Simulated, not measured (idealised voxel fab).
Name of the process module below: voxel transistor to metal
The width of the displayed cross-section, cut, is 295 nm; its cells are square, with a size of 5 nm.
Reading order for cross-sections: top band down to bottom band. Underlying form: a grid of square cells. Band size: one or more rows of cells. Top, bottom (nm), then materials left to right with widths (nm); lone material tagged "full width" fills the whole band edge to edge; "blank" = empty space. Convention: height 0 is the level below which the wafer, as received, is all one material. The lowest band does not terminate at the bottom but continues downward, represented as "top 0, no bottom". Width "30 to 40": first value at the band's top row of cells, second value at its bottom row, equal change from row to row. What does "no modifications" mean for a step? It means no cell of the cross-section changed in that step. The entry "Enclosed cavity list" lists the empty spaces that cover at least 8 cells and have no open path to the top. Each is written as width x height at distance, where the distance is measured from the left edge and all three values are in nm. On each step's line, the part that comes after the settings is the simulator's own comment on the step. A step's line can hold "overlay nm"; with a mask on that step, the setting says how far right of the planned place the mask lay, while a negative setting says it lay to the left. Guide to the pairs. Each holds a before and an after cross-section around one process step; the after cross-section is cut off at the lowest band that changed. Look under the pair for the step between them and its settings. Pairs can come from different runs of this module on the same starting wafer, so a pair follows on from the one above it only where its entry headed "Before the process" says it does.

## Before the process
top 40, bottom 25  resist=30, then blank=15, then resist=60, then blank=15, then resist=55, then blank=15, then resist=60, then blank=15, then resist=30
top 25, bottom 15  SiO2 full width
top 15, bottom 5  SiO2=55, then SiN=5, then HfO2=5, then TiN=5, then W=5, then TiN=5, then HfO2=5, then SiN=5, then SiO2=110, then SiN=5, then HfO2=5, then TiN=5, then W=5, then TiN=5, then HfO2=5, then SiN=5, then SiO2=60
top 5, bottom 0  SiO2=55, then SiN=5, then HfO2=5, then TiN=15, then HfO2=5, then SiN=5, then SiO2=110, then SiN=5, then HfO2=5, then TiN=15, then HfO2=5, then SiN=5, then SiO2=60
top 0, bottom -5  SiO2=50, then pSi=5, then HfO2=35, then pSi=5, then SiO2=100, then pSi=5, then HfO2=35, then pSi=5, then SiO2=55
top -5, bottom -10  SiO2=20, then pSi=35, then Si=35, then pSi=35, then SiO2=40, then pSi=35, then Si=35, then pSi=35, then SiO2=25
top -10, bottom -35  SiO2=20, then Si=105, then SiO2=40, then Si=105, then SiO2=25
top -35, no bottom  Si full width
Enclosed cavity list: none

## Post-Process Section
top 40, bottom 25  resist=30, then blank=15, then resist=60, then blank=15, then resist=55, then blank=15, then resist=60, then blank=15, then resist=30
top 25, bottom 15  SiO2=30, then blank=15, then SiO2=60, then blank=15, then SiO2=55, then blank=15, then SiO2=60, then blank=15, then SiO2=30
top 15, bottom 5  SiO2=30, then blank=15, then SiO2=10, then SiN=5, then HfO2=5, then TiN=5, then W=5, then TiN=5, then HfO2=5, then SiN=5, then SiO2=15, then blank=15, then SiO2=55, then blank=15, then SiO2=10, then SiN=5, then HfO2=5, then TiN=5, then W=5, then TiN=5, then HfO2=5, then SiN=5, then SiO2=15, then blank=15, then SiO2=30
top 5, bottom 0  SiO2=30, then blank=15, then SiO2=10, then SiN=5, then HfO2=5, then TiN=15, then HfO2=5, then SiN=5, then SiO2=15, then blank=15, then SiO2=55, then blank=15, then SiO2=10, then SiN=5, then HfO2=5, then TiN=15, then HfO2=5, then SiN=5, then SiO2=15, then blank=15, then SiO2=30
top 0, bottom -5  SiO2=30, then blank=15, then SiO2=5, then pSi=5, then HfO2=35, then pSi=5, then SiO2=10, then blank=15, then SiO2=55, then blank=15, then SiO2=5, then pSi=5, then HfO2=35, then pSi=5, then SiO2=10, then blank=15, then SiO2=30
Anything lower than -5 is untouched.
Enclosed cavity list: none
Step, pre vs post cross-sections above: DIRECTIONAL_ETCH (etch materials SiO2; depth nm 30)

Before the process: Please consult the pair immediately above; the cross-section it shows after its step is the state before this step.

## Post-Process Section
top 25, bottom 15  SiO2=30, then blank=15, then SiO2=60, then blank=15, then SiO2=55, then blank=15, then SiO2=60, then blank=15, then SiO2=30
Anything lower than 15 is untouched.
Enclosed cavity list: none
Step, pre vs post cross-sections above: STRIP (etch materials resist)

Before the process: Please consult the pair immediately above; the cross-section it shows after its step is the state before this step.

## Post-Process Section
top 30, bottom 25  TiN=35, then blank=5, then TiN=70, then blank=5, then TiN=65, then blank=5, then TiN=70, then blank=5, then TiN=35
top 25, bottom 15  SiO2=30, then TiN=5, then blank=5, then TiN=5, then SiO2=60, then TiN=5, then blank=5, then TiN=5, then SiO2=55, then TiN=5, then blank=5, then TiN=5, then SiO2=60, then TiN=5, then blank=5, then TiN=5, then SiO2=30
top 15, bottom 5  SiO2=30, then TiN=5, then blank=5, then TiN=5, then SiO2=10, then SiN=5, then HfO2=5, then TiN=5, then W=5, then TiN=5, then HfO2=5, then SiN=5, then SiO2=15, then TiN=5, then blank=5, then TiN=5, then SiO2=55, then TiN=5, then blank=5, then TiN=5, then SiO2=10, then SiN=5, then HfO2=5, then TiN=5, then W=5, then TiN=5, then HfO2=5, then SiN=5, then SiO2=15, then TiN=5, then blank=5, then TiN=5, then SiO2=30
top 5, bottom 0  SiO2=30, then TiN=5, then blank=5, then TiN=5, then SiO2=10, then SiN=5, then HfO2=5, then TiN=15, then HfO2=5, then SiN=5, then SiO2=15, then TiN=5, then blank=5, then TiN=5, then SiO2=55, then TiN=5, then blank=5, then TiN=5, then SiO2=10, then SiN=5, then HfO2=5, then TiN=15, then HfO2=5, then SiN=5, then SiO2=15, then TiN=5, then blank=5, then TiN=5, then SiO2=30
top 0, bottom -5  SiO2=30, then TiN=15, then SiO2=5, then pSi=5, then HfO2=35, then pSi=5, then SiO2=10, then TiN=15, then SiO2=55, then TiN=15, then SiO2=5, then pSi=5, then HfO2=35, then pSi=5, then SiO2=10, then TiN=15, then SiO2=30
Anything lower than -5 is untouched.
Enclosed cavity list: none
Step, pre vs post cross-sections above: CONFORMAL_DEP (material TiN; thk nm 5)

Before the process: Please consult the pair immediately above; the cross-section it shows after its step is the state before this step.

## Post-Process Section
top 35, bottom 30  W full width
top 30, bottom 25  TiN=35, then W=5, then TiN=70, then W=5, then TiN=65, then W=5, then TiN=70, then W=5, then TiN=35
top 25, bottom 15  SiO2=30, then TiN=5, then W=5, then TiN=5, then SiO2=60, then TiN=5, then W=5, then TiN=5, then SiO2=55, then TiN=5, then W=5, then TiN=5, then SiO2=60, then TiN=5, then W=5, then TiN=5, then SiO2=30
top 15, bottom 5  SiO2=30, then TiN=5, then W=5, then TiN=5, then SiO2=10, then SiN=5, then HfO2=5, then TiN=5, then W=5, then TiN=5, then HfO2=5, then SiN=5, then SiO2=15, then TiN=5, then W=5, then TiN=5, then SiO2=55, then TiN=5, then W=5, then TiN=5, then SiO2=10, then SiN=5, then HfO2=5, then TiN=5, then W=5, then TiN=5, then HfO2=5, then SiN=5, then SiO2=15, then TiN=5, then W=5, then TiN=5, then SiO2=30
top 5, bottom 0  SiO2=30, then TiN=5, then W=5, then TiN=5, then SiO2=10, then SiN=5, then HfO2=5, then TiN=15, then HfO2=5, then SiN=5, then SiO2=15, then TiN=5, then W=5, then TiN=5, then SiO2=55, then TiN=5, then W=5, then TiN=5, then SiO2=10, then SiN=5, then HfO2=5, then TiN=15, then HfO2=5, then SiN=5, then SiO2=15, then TiN=5, then W=5, then TiN=5, then SiO2=30
Anything lower than 0 is untouched.
Enclosed cavity list: none
Step, pre vs post cross-sections above: FILL_DEP (material W; thk nm 5)

Before the process: Please consult the pair immediately above; the cross-section it shows after its step is the state before this step.

## Post-Process Section
top 25, bottom 15  SiO2=30, then TiN=5, then W=5, then TiN=5, then SiO2=60, then TiN=5, then W=5, then TiN=5, then SiO2=55, then TiN=5, then W=5, then TiN=5, then SiO2=60, then TiN=5, then W=5, then TiN=5, then SiO2=30
Anything lower than 15 is untouched.
Enclosed cavity list: none
Step, pre vs post cross-sections above: CMP (height nm 25)

Before the process: Please consult the pair immediately above; the cross-section it shows after its step is the state before this step.

## Post-Process Section
top 30, bottom 25  SiN full width
Anything lower than 25 is untouched.
Enclosed cavity list: none
Step, pre vs post cross-sections above: CONFORMAL_DEP (material SiN; thk nm 5)

Before the process: Please consult the pair immediately above; the cross-section it shows after its step is the state before this step.

## Post-Process Section
top 50, bottom 30  lowk full width
Anything lower than 30 is untouched.
Enclosed cavity list: none
Step, pre vs post cross-sections above: DIRECTIONAL_DEP (material lowk; thk nm 20)

Before the process: Please consult the pair immediately above; the cross-section it shows after its step is the state before this step.

## Post-Process Section
top 50, bottom 30  lowk=25, then blank=20, then lowk=55, then blank=20, then lowk=50, then blank=20, then lowk=55, then blank=20, then lowk=30
Anything lower than 30 is untouched.
Enclosed cavity list: none
Step, pre vs post cross-sections above: MASKED_ETCH (tone open; mask id METAL_1; width nm 20; etch materials lowk; depth nm 20; overlay nm 0)

Before the process: Please consult the pair immediately above; the cross-section it shows after its step is the state before this step.

## Post-Process Section
top 50, bottom 30  lowk=25, then blank=20, then lowk=55, then blank=20, then lowk=50, then blank=20, then lowk=55, then blank=20, then lowk=30
top 30, bottom 25  SiN=25, then blank=20, then SiN=55, then blank=20, then SiN=50, then blank=20, then SiN=55, then blank=20, then SiN=30
Anything lower than 25 is untouched.
Enclosed cavity list: none
Step, pre vs post cross-sections above: MASKED_ETCH (tone open; mask id METAL_1; width nm 20; etch materials SiN; depth nm 5; overlay nm 0)

Before the process: Please consult the pair immediately above; the cross-section it shows after its step is the state before this step.

## Post-Process Section
top 55, bottom 50  TiN=30, then blank=10, then TiN=65, then blank=10, then TiN=60, then blank=10, then TiN=65, then blank=10, then TiN=35
top 50, bottom 30  lowk=25, then TiN=5, then blank=10, then TiN=5, then lowk=55, then TiN=5, then blank=10, then TiN=5, then lowk=50, then TiN=5, then blank=10, then TiN=5, then lowk=55, then TiN=5, then blank=10, then TiN=5, then lowk=30
top 30, bottom 25  SiN=25, then TiN=20, then SiN=55, then TiN=20, then SiN=50, then TiN=20, then SiN=55, then TiN=20, then SiN=30
Anything lower than 25 is untouched.
Enclosed cavity list: none
Step, pre vs post cross-sections above: CONFORMAL_DEP (material TiN; thk nm 5)

Before the process: Please consult the pair immediately above; the cross-section it shows after its step is the state before this step.

## Post-Process Section
top 60, bottom 55  Cu full width
top 55, bottom 50  TiN=30, then Cu=10, then TiN=65, then Cu=10, then TiN=60, then Cu=10, then TiN=65, then Cu=10, then TiN=35
top 50, bottom 30  lowk=25, then TiN=5, then Cu=10, then TiN=5, then lowk=55, then TiN=5, then Cu=10, then TiN=5, then lowk=50, then TiN=5, then Cu=10, then TiN=5, then lowk=55, then TiN=5, then Cu=10, then TiN=5, then lowk=30
Anything lower than 30 is untouched.
Enclosed cavity list: none
Step, pre vs post cross-sections above: FILL_DEP (material Cu; thk nm 5)

Before the process: Please consult the pair immediately above; the cross-section it shows after its step is the state before this step.

## Post-Process Section
top 50, bottom 30  lowk=25, then TiN=5, then Cu=10, then TiN=5, then lowk=55, then TiN=5, then Cu=10, then TiN=5, then lowk=50, then TiN=5, then Cu=10, then TiN=5, then lowk=55, then TiN=5, then Cu=10, then TiN=5, then lowk=30
Anything lower than 30 is untouched.
Enclosed cavity list: none
Step, pre vs post cross-sections above: CMP (height nm 50)

Before the process: Please consult the pair immediately above; the cross-section it shows after its step is the state before this step.

## Post-Process Section
top 55, bottom 50  blank=20, then Ru=30, then blank=45, then Ru=30, then blank=40, then Ru=30, then blank=45, then Ru=30, then blank=25
Anything lower than 50 is untouched.
Enclosed cavity list: none
Step, pre vs post cross-sections above: EPI (material Ru; thk nm 5)

Before the process: Please consult the pair immediately above; the cross-section it shows after its step is the state before this step.

## Post-Process Section
top 60, bottom 55  SiCN full width
top 55, bottom 50  SiCN=20, then Ru=30, then SiCN=45, then Ru=30, then SiCN=40, then Ru=30, then SiCN=45, then Ru=30, then SiCN=25
Anything lower than 50 is untouched.
Enclosed cavity list: none
Step, pre vs post cross-sections above: FILL_DEP (material SiCN; thk nm 5)

Before the process: Please consult the pair immediately above; the cross-section it shows after its step is the state before this step.

## Post-Process Section
top 85, bottom 60  lowk full width
Anything lower than 60 is untouched.
Enclosed cavity list: none
Step, pre vs post cross-sections above: DIRECTIONAL_DEP (material lowk; thk nm 25)

Before the process: Please consult the pair immediately above; the cross-section it shows after its step is the state before this step.

## Post-Process Section
top 85, bottom 60  lowk=25, then blank=15, then lowk=130, then blank=15, then lowk=110
Anything lower than 60 is untouched.
Enclosed cavity list: none
Step, pre vs post cross-sections above: MASKED_ETCH (tone open; mask id METAL_2_HOLES; width nm 15; pitch nm 145; etch materials lowk; depth nm 25; overlay nm 0)

Before the process: Please consult the pair immediately above; the cross-section it shows after its step is the state before this step.

## Post-Process Section
top 100, bottom 85  aC=25, then blank=15, then aC=130, then blank=15, then aC=110
top 85, bottom 75  lowk=25, then blank=15, then lowk=130, then blank=15, then lowk=110
top 75, bottom 60  lowk=25, then aC=15, then lowk=130, then aC=15, then lowk=110
Anything lower than 60 is untouched.
Enclosed cavity list: none
Step, pre vs post cross-sections above: DIRECTIONAL_DEP (material aC; thk nm 15)

Before the process: Please consult the pair immediately above; the cross-section it shows after its step is the state before this step.

## Post-Process Section
top 135, bottom 100  resist=25, then blank=20, then resist=125, then blank=20, then resist=105
Anything lower than 100 is untouched.
Enclosed cavity list: none
Step, pre vs post cross-sections above: PATTERN (tone open; mask id METAL_2; material resist; width nm 20; pitch nm 145; thk nm 35; overlay nm 0)

Before the process: Please consult the pair immediately above; the cross-section it shows after its step is the state before this step.

## Post-Process Section
top 120, bottom 100  resist=25, then blank=20, then resist=125, then blank=20, then resist=105
top 100, bottom 85  aC=25, then blank=20, then aC=125, then blank=20, then aC=105
top 85, bottom 60  lowk=25, then blank=15, then lowk=130, then blank=15, then lowk=110
Anything lower than 60 is untouched.
Enclosed cavity list: none
Step, pre vs post cross-sections above: DIRECTIONAL_ETCH (etch materials aC; depth nm 15)

Before the process: Please consult the pair immediately above; the cross-section it shows after its step is the state before this step.

## Post-Process Section
top 100, bottom 85  aC=25, then blank=20, then aC=125, then blank=20, then aC=105
Anything lower than 85 is untouched.
Enclosed cavity list: none
Step, pre vs post cross-sections above: STRIP (etch materials resist)

Before the process: Please consult the pair immediately above; the cross-section it shows after its step is the state before this step.

## Post-Process Section
top 100, bottom 85  aC=25, then blank=20, then aC=125, then blank=20, then aC=105
top 85, bottom 70  lowk=25, then blank=20, then lowk=125, then blank=20, then lowk=105
Anything lower than 70 is untouched.
Enclosed cavity list: none
Step, pre vs post cross-sections above: DIRECTIONAL_ETCH (etch materials lowk; depth nm 15)

Before the process: Please consult the pair immediately above; the cross-section it shows after its step is the state before this step.

## Post-Process Section
top 100, bottom 85  aC=25, then blank=20, then aC=125, then blank=20, then aC=105
top 85, bottom 70  lowk=25, then blank=20, then lowk=125, then blank=20, then lowk=105
top 70, bottom 60  lowk=25, then blank=15, then lowk=130, then blank=15, then lowk=110
top 60, bottom 55  SiCN=25, then blank=15, then SiCN=130, then blank=15, then SiCN=110
Anything lower than 55 is untouched.
Enclosed cavity list: none
Step, pre vs post cross-sections above: DIRECTIONAL_ETCH (etch materials SiCN; depth nm 5)

Before the process: Please consult the pair immediately above; the cross-section it shows after its step is the state before this step.

## Post-Process Section
top 85, bottom 70  lowk=25, then blank=20, then lowk=125, then blank=20, then lowk=105
Anything lower than 70 is untouched.
Enclosed cavity list: none
Step, pre vs post cross-sections above: STRIP (etch materials aC)

Before the process: Please consult the pair immediately above; the cross-section it shows after its step is the state before this step.

## Post-Process Section
top 90, bottom 85  TiN=30, then blank=10, then TiN=135, then blank=10, then TiN=110
top 85, bottom 75  lowk=25, then TiN=5, then blank=10, then TiN=5, then lowk=125, then TiN=5, then blank=10, then TiN=5, then lowk=105
top 75, bottom 70  lowk=25, then TiN=5, then blank=5, then TiN=10, then lowk=125, then TiN=5, then blank=5, then TiN=10, then lowk=105
top 70, bottom 60  lowk=25, then TiN=5, then blank=5, then TiN=5, then lowk=130, then TiN=5, then blank=5, then TiN=5, then lowk=110
top 60, bottom 55  SiCN=25, then TiN=15, then SiCN=130, then TiN=15, then SiCN=110
Anything lower than 55 is untouched.
Enclosed cavity list: none
Step, pre vs post cross-sections above: CONFORMAL_DEP (material TiN; thk nm 5)

Before the process: Please consult the pair immediately above; the cross-section it shows after its step is the state before this step.

## Post-Process Section
top 100, bottom 90  Cu full width
top 90, bottom 85  TiN=30, then Cu=10, then TiN=135, then Cu=10, then TiN=110
top 85, bottom 75  lowk=25, then TiN=5, then Cu=10, then TiN=5, then lowk=125, then TiN=5, then Cu=10, then TiN=5, then lowk=105
top 75, bottom 70  lowk=25, then TiN=5, then Cu=5, then TiN=10, then lowk=125, then TiN=5, then Cu=5, then TiN=10, then lowk=105
top 70, bottom 60  lowk=25, then TiN=5, then Cu=5, then TiN=5, then lowk=130, then TiN=5, then Cu=5, then TiN=5, then lowk=110
Anything lower than 60 is untouched.
Enclosed cavity list: none
Step, pre vs post cross-sections above: FILL_DEP (material Cu; thk nm 10)

Before the process: Please consult the pair immediately above; the cross-section it shows after its step is the state before this step.

## Post-Process Section
top 85, bottom 75  lowk=25, then TiN=5, then Cu=10, then TiN=5, then lowk=125, then TiN=5, then Cu=10, then TiN=5, then lowk=105
Anything lower than 75 is untouched.
Enclosed cavity list: none
Step, pre vs post cross-sections above: CMP (height nm 85)

Before the process: Please consult the pair immediately above; the cross-section it shows after its step is the state before this step.

## Post-Process Section
top 90, bottom 85  SiN full width
Anything lower than 85 is untouched.
Enclosed cavity list: none
Step, pre vs post cross-sections above: CONFORMAL_DEP (material SiN; thk nm 5)

## Before the process
top 100, bottom 85  aC=25, then blank=15, then aC=130, then blank=15, then aC=110
top 85, bottom 75  lowk=25, then blank=15, then lowk=130, then blank=15, then lowk=110
top 75, bottom 60  lowk=25, then aC=15, then lowk=130, then aC=15, then lowk=110
top 60, bottom 55  SiCN full width
top 55, bottom 50  SiCN=20, then Ru=30, then SiCN=45, then Ru=30, then SiCN=40, then Ru=30, then SiCN=45, then Ru=30, then SiCN=25
top 50, bottom 30  lowk=25, then TiN=5, then Cu=10, then TiN=5, then lowk=55, then TiN=5, then Cu=10, then TiN=5, then lowk=50, then TiN=5, then Cu=10, then TiN=5, then lowk=55, then TiN=5, then Cu=10, then TiN=5, then lowk=30
top 30, bottom 25  SiN=25, then TiN=20, then SiN=55, then TiN=20, then SiN=50, then TiN=20, then SiN=55, then TiN=20, then SiN=30
top 25, bottom 15  SiO2=25, then TiN=5, then W=10, then TiN=5, then SiO2=55, then TiN=5, then W=10, then TiN=5, then SiO2=50, then TiN=5, then W=10, then TiN=5, then SiO2=55, then TiN=5, then W=10, then TiN=5, then SiO2=30
top 15, bottom 5  SiO2=25, then TiN=5, then W=10, then TiN=5, then SiO2=10, then SiN=5, then HfO2=5, then TiN=5, then W=5, then TiN=5, then HfO2=5, then SiN=5, then SiO2=10, then TiN=5, then W=10, then TiN=5, then SiO2=50, then TiN=5, then W=10, then TiN=5, then SiO2=10, then SiN=5, then HfO2=5, then TiN=5, then W=5, then TiN=5, then HfO2=5, then SiN=5, then SiO2=10, then TiN=5, then W=10, then TiN=5, then SiO2=30
top 5, bottom 0  SiO2=25, then TiN=5, then W=10, then TiN=5, then SiO2=10, then SiN=5, then HfO2=5, then TiN=15, then HfO2=5, then SiN=5, then SiO2=10, then TiN=5, then W=10, then TiN=5, then SiO2=50, then TiN=5, then W=10, then TiN=5, then SiO2=10, then SiN=5, then HfO2=5, then TiN=15, then HfO2=5, then SiN=5, then SiO2=10, then TiN=5, then W=10, then TiN=5, then SiO2=30
top 0, bottom -5  SiO2=25, then TiN=20, then SiO2=5, then pSi=5, then HfO2=35, then pSi=5, then SiO2=5, then TiN=20, then SiO2=50, then TiN=20, then SiO2=5, then pSi=5, then HfO2=35, then pSi=5, then SiO2=5, then TiN=20, then SiO2=30
top -5, bottom -10  SiO2=20, then pSi=35, then Si=35, then pSi=35, then SiO2=40, then pSi=35, then Si=35, then pSi=35, then SiO2=25
top -10, bottom -35  SiO2=20, then Si=105, then SiO2=40, then Si=105, then SiO2=25
top -35, no bottom  Si full width
Enclosed cavity list: none

## Post-Process Section
top 135, bottom 100  resist=30, then blank=20, then resist=125, then blank=20, then resist=100
top 100, bottom 85  aC=25, then resist=5, then blank=10, then aC=130, then resist=5, then blank=10, then aC=110
top 85, bottom 75  lowk=25, then resist=5, then blank=10, then lowk=130, then resist=5, then blank=10, then lowk=110
Anything lower than 75 is untouched.
Enclosed cavity list: none
Step, pre vs post cross-sections above: PATTERN (tone open; mask id METAL_2; material resist; width nm 20; pitch nm 145; thk nm 35; overlay nm 5)

Before the process: Please consult the pair immediately above; the cross-section it shows after its step is the state before this step.

## Post-Process Section
top 120, bottom 100  resist=30, then blank=20, then resist=125, then blank=20, then resist=100
top 100, bottom 85  aC=25, then resist=5, then blank=20, then aC=120, then resist=5, then blank=20, then aC=100
top 85, bottom 75  lowk=25, then resist=5, then blank=10, then lowk=130, then resist=5, then blank=10, then lowk=110
top 75, bottom 60  lowk=25, then aC=5, then blank=10, then lowk=130, then aC=5, then blank=10, then lowk=110
Anything lower than 60 is untouched.
Enclosed cavity list: none
Step, pre vs post cross-sections above: DIRECTIONAL_ETCH (etch materials aC; depth nm 15)

Before the process: Please consult the pair immediately above; the cross-section it shows after its step is the state before this step.

## Post-Process Section
top 100, bottom 85  aC=25, then blank=25, then aC=120, then blank=25, then aC=100
top 85, bottom 75  lowk=25, then blank=15, then lowk=130, then blank=15, then lowk=110
Anything lower than 75 is untouched.
Enclosed cavity list: none
Step, pre vs post cross-sections above: STRIP (etch materials resist)

Before the process: Please consult the pair immediately above; the cross-section it shows after its step is the state before this step.

## Post-Process Section
top 100, bottom 85  aC=25, then blank=25, then aC=120, then blank=25, then aC=100
top 85, bottom 75  lowk=25, then blank=25, then lowk=120, then blank=25, then lowk=100
top 75, bottom 70  lowk=25, then aC=5, then blank=20, then lowk=120, then aC=5, then blank=20, then lowk=100
Anything lower than 70 is untouched.
Enclosed cavity list: none
Step, pre vs post cross-sections above: DIRECTIONAL_ETCH (etch materials lowk; depth nm 15)

Before the process: Please consult the pair immediately above; the cross-section it shows after its step is the state before this step.

## Post-Process Section
top 100, bottom 85  aC=25, then blank=25, then aC=120, then blank=25, then aC=100
top 85, bottom 75  lowk=25, then blank=25, then lowk=120, then blank=25, then lowk=100
top 75, bottom 70  lowk=25, then aC=5, then blank=20, then lowk=120, then aC=5, then blank=20, then lowk=100
top 70, bottom 60  lowk=25, then aC=5, then blank=10, then lowk=130, then aC=5, then blank=10, then lowk=110
top 60, bottom 55  SiCN=30, then blank=10, then SiCN=135, then blank=10, then SiCN=110
Anything lower than 55 is untouched.
Enclosed cavity list: none
Step, pre vs post cross-sections above: DIRECTIONAL_ETCH (etch materials SiCN; depth nm 5)

Before the process: Please consult the pair immediately above; the cross-section it shows after its step is the state before this step.

## Post-Process Section
top 85, bottom 70  lowk=25, then blank=25, then lowk=120, then blank=25, then lowk=100
top 70, bottom 60  lowk=25, then blank=15, then lowk=130, then blank=15, then lowk=110
Anything lower than 60 is untouched.
Enclosed cavity list: none
Step, pre vs post cross-sections above: STRIP (etch materials aC)

Before the process: Please consult the pair immediately above; the cross-section it shows after its step is the state before this step.

## Post-Process Section
top 90, bottom 85  TiN=30, then blank=15, then TiN=130, then blank=15, then TiN=105
top 85, bottom 75  lowk=25, then TiN=5, then blank=15, then TiN=5, then lowk=120, then TiN=5, then blank=15, then TiN=5, then lowk=100
top 75, bottom 65  lowk=25, then TiN=5, then blank=5, then TiN=15 to 5, then lowk=120 to 130, then TiN=5, then blank=5, then TiN=15 to 5, then lowk=100 to 110
top 65, bottom 60  lowk=25, then TiN=15, then lowk=130, then TiN=15, then lowk=110
top 60, bottom 55  SiCN=30, then TiN=10, then SiCN=135, then TiN=10, then SiCN=110
Anything lower than 55 is untouched.
Enclosed cavity list: none
Step, pre vs post cross-sections above: CONFORMAL_DEP (material TiN; thk nm 5)

Before the process: Please consult the pair immediately above; the cross-section it shows after its step is the state before this step.

## Post-Process Section
top 100, bottom 90  Cu full width
top 90, bottom 85  TiN=30, then Cu=15, then TiN=130, then Cu=15, then TiN=105
top 85, bottom 75  lowk=25, then TiN=5, then Cu=15, then TiN=5, then lowk=120, then TiN=5, then Cu=15, then TiN=5, then lowk=100
top 75, bottom 65  lowk=25, then TiN=5, then Cu=5, then TiN=15 to 5, then lowk=120 to 130, then TiN=5, then Cu=5, then TiN=15 to 5, then lowk=100 to 110
Anything lower than 65 is untouched.
Enclosed cavity list: none
Step, pre vs post cross-sections above: FILL_DEP (material Cu; thk nm 10)

Before the process: Please consult the pair immediately above; the cross-section it shows after its step is the state before this step.

## Post-Process Section
top 85, bottom 75  lowk=25, then TiN=5, then Cu=15, then TiN=5, then lowk=120, then TiN=5, then Cu=15, then TiN=5, then lowk=100
Anything lower than 75 is untouched.
Enclosed cavity list: none
Step, pre vs post cross-sections above: CMP (height nm 85)

Before the process: Please consult the pair immediately above; the cross-section it shows after its step is the state before this step.

## Post-Process Section
top 90, bottom 85  SiN full width
Anything lower than 85 is untouched.
Enclosed cavity list: none
Step, pre vs post cross-sections above: CONFORMAL_DEP (material SiN; thk nm 5)

## Before the process
top 25, bottom 15  SiO2=25, then blank=20, then SiO2=55, then blank=20, then SiO2=50, then blank=20, then SiO2=55, then blank=20, then SiO2=30
top 15, bottom 5  SiO2=25, then blank=20, then SiO2=10, then SiN=5, then HfO2=5, then TiN=5, then W=5, then TiN=5, then HfO2=5, then SiN=5, then SiO2=10, then blank=20, then SiO2=50, then blank=20, then SiO2=10, then SiN=5, then HfO2=5, then TiN=5, then W=5, then TiN=5, then HfO2=5, then SiN=5, then SiO2=10, then blank=20, then SiO2=30
top 5, bottom 0  SiO2=25, then blank=20, then SiO2=10, then SiN=5, then HfO2=5, then TiN=15, then HfO2=5, then SiN=5, then SiO2=10, then blank=20, then SiO2=50, then blank=20, then SiO2=10, then SiN=5, then HfO2=5, then TiN=15, then HfO2=5, then SiN=5, then SiO2=10, then blank=20, then SiO2=30
top 0, bottom -5  SiO2=25, then blank=20, then SiO2=5, then pSi=5, then HfO2=35, then pSi=5, then SiO2=5, then blank=20, then SiO2=50, then blank=20, then SiO2=5, then pSi=5, then HfO2=35, then pSi=5, then SiO2=5, then blank=20, then SiO2=30
top -5, bottom -10  SiO2=20, then pSi=35, then Si=35, then pSi=35, then SiO2=40, then pSi=35, then Si=35, then pSi=35, then SiO2=25
top -10, bottom -35  SiO2=20, then Si=105, then SiO2=40, then Si=105, then SiO2=25
top -35, no bottom  Si full width
Enclosed cavity list: none

## Post-Process Section
top 30, bottom 25  Ru=30, then blank=10, then Ru=65, then blank=10, then Ru=60, then blank=10, then Ru=65, then blank=10, then Ru=35
top 25, bottom 15  SiO2=25, then Ru=5, then blank=10, then Ru=5, then SiO2=55, then Ru=5, then blank=10, then Ru=5, then SiO2=50, then Ru=5, then blank=10, then Ru=5, then SiO2=55, then Ru=5, then blank=10, then Ru=5, then SiO2=30
top 15, bottom 5  SiO2=25, then Ru=5, then blank=10, then Ru=5, then SiO2=10, then SiN=5, then HfO2=5, then TiN=5, then W=5, then TiN=5, then HfO2=5, then SiN=5, then SiO2=10, then Ru=5, then blank=10, then Ru=5, then SiO2=50, then Ru=5, then blank=10, then Ru=5, then SiO2=10, then SiN=5, then HfO2=5, then TiN=5, then W=5, then TiN=5, then HfO2=5, then SiN=5, then SiO2=10, then Ru=5, then blank=10, then Ru=5, then SiO2=30
top 5, bottom 0  SiO2=25, then Ru=5, then blank=10, then Ru=5, then SiO2=10, then SiN=5, then HfO2=5, then TiN=15, then HfO2=5, then SiN=5, then SiO2=10, then Ru=5, then blank=10, then Ru=5, then SiO2=50, then Ru=5, then blank=10, then Ru=5, then SiO2=10, then SiN=5, then HfO2=5, then TiN=15, then HfO2=5, then SiN=5, then SiO2=10, then Ru=5, then blank=10, then Ru=5, then SiO2=30
top 0, bottom -5  SiO2=25, then Ru=20, then SiO2=5, then pSi=5, then HfO2=35, then pSi=5, then SiO2=5, then Ru=20, then SiO2=50, then Ru=20, then SiO2=5, then pSi=5, then HfO2=35, then pSi=5, then SiO2=5, then Ru=20, then SiO2=30
Anything lower than -5 is untouched.
Enclosed cavity list: none
Step, pre vs post cross-sections above: CONFORMAL_DEP (material Ru; thk nm 5)

Before the process: Please consult the pair immediately above; the cross-section it shows after its step is the state before this step.

## Post-Process Section
top 35, bottom 30  W full width
top 30, bottom 25  Ru=30, then W=10, then Ru=65, then W=10, then Ru=60, then W=10, then Ru=65, then W=10, then Ru=35
top 25, bottom 15  SiO2=25, then Ru=5, then W=10, then Ru=5, then SiO2=55, then Ru=5, then W=10, then Ru=5, then SiO2=50, then Ru=5, then W=10, then Ru=5, then SiO2=55, then Ru=5, then W=10, then Ru=5, then SiO2=30
top 15, bottom 5  SiO2=25, then Ru=5, then W=10, then Ru=5, then SiO2=10, then SiN=5, then HfO2=5, then TiN=5, then W=5, then TiN=5, then HfO2=5, then SiN=5, then SiO2=10, then Ru=5, then W=10, then Ru=5, then SiO2=50, then Ru=5, then W=10, then Ru=5, then SiO2=10, then SiN=5, then HfO2=5, then TiN=5, then W=5, then TiN=5, then HfO2=5, then SiN=5, then SiO2=10, then Ru=5, then W=10, then Ru=5, then SiO2=30
top 5, bottom 0  SiO2=25, then Ru=5, then W=10, then Ru=5, then SiO2=10, then SiN=5, then HfO2=5, then TiN=15, then HfO2=5, then SiN=5, then SiO2=10, then Ru=5, then W=10, then Ru=5, then SiO2=50, then Ru=5, then W=10, then Ru=5, then SiO2=10, then SiN=5, then HfO2=5, then TiN=15, then HfO2=5, then SiN=5, then SiO2=10, then Ru=5, then W=10, then Ru=5, then SiO2=30
Anything lower than 0 is untouched.
Enclosed cavity list: none
Step, pre vs post cross-sections above: FILL_DEP (material W; thk nm 5)

Before the process: Please consult the pair immediately above; the cross-section it shows after its step is the state before this step.

## Post-Process Section
top 25, bottom 15  SiO2=25, then Ru=5, then W=10, then Ru=5, then SiO2=55, then Ru=5, then W=10, then Ru=5, then SiO2=50, then Ru=5, then W=10, then Ru=5, then SiO2=55, then Ru=5, then W=10, then Ru=5, then SiO2=30
Anything lower than 15 is untouched.
Enclosed cavity list: none
Step, pre vs post cross-sections above: CMP (height nm 25)
